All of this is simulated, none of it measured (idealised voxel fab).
Proc. module: voxel ribs on slabs
Each square cell in cross-section cut measures 5 nm, and the section as a whole is 270 nm wide.
Cross-section = grid of square cells, listed top down in bands; band = one or more rows. It is stipulated that each band's entry specify, in nanometres, the height of the top of the band and then that of its bottom, followed by the materials of the band in left-to-right sequence, each together with its width in nanometres. A single material marked by the word "everywhere" is understood to fill the band from edge to edge; the word "empty" is understood to denote empty space. Beneath 0, the wafer as received is one material, and that level is where height counting begins. The lowest band goes on downward without a bottom; it is written like "0 and below". Width "30 to 40": first value at the band's top row of cells, second value at its bottom row, equal change from row to row. "changes: none" for a step: no cell of the cross-section changed in that step. Voids not open to the top, 8 cells minimum: see "Enclosed void inventory". Written width x height at distance; distance is from the left edge; nm. What comes after the settings on a step's line is commentary from the simulator itself on that step. overlay nm: for a step with a mask, the amount by which the mask lay right of where it was planned; a negative amount means left of it.

Process steps (planned)
1. RECEIVE (material Si)
2. DIRECTIONAL_DEP (material SiO2; thk nm 30)
3. DIRECTIONAL_DEP (material polySi; thk nm 25)
4. MASKED_ETCH (tone cover; mask id RIB; width nm 20; etch materials polySi; depth nm 20; overlay nm 0)
5. PATTERN (tone cover; mask id SLAB; material resist; width nm 70; thk nm 20; overlay nm 0)
6. DIRECTIONAL_ETCH (etch materials polySi; depth nm 5)
7. STRIP (etch materials resist)
8. FILL_DEP (material SiO2; thk nm 20)
9. CMP (height nm 65)
10. DIRECTIONAL_DEP (material TiN; thk nm 10)
11. DIRECTIONAL_DEP (material aC; thk nm 10)
12. PATTERN (tone cover; mask id HEATER; material resist; width nm 30; thk nm 30; overlay nm 0)
13. DIRECTIONAL_ETCH (etch materials aC; depth nm 10)
14. STRIP (etch materials resist)
15. DIRECTIONAL_ETCH (etch materials TiN; depth nm 10)
16. STRIP (etch materials aC)
17. CONFORMAL_DEP (material SiO2; thk nm 10)

Wafer as received: cross-section following step 1
    0 and below: Si everywhere
    Enclosed void inventory: none

Wafer at module end, in section. Began as above, planned as above, run with one mistake
    75 down to 65: empty (120) / TiN (30) / empty (120)
    65 down to 55: SiO2 everywhere
    55 down to 35: SiO2 (125) / polySi (20) / SiO2 (125)
    35 down to 30: SiO2 (100) / polySi (70) / SiO2 (100)
    30 down to 0: SiO2 everywhere
    0 and below: Si everywhere
    Enclosed void inventory: none
Run error: yeah, step 17 of the plan got skipped, never ran
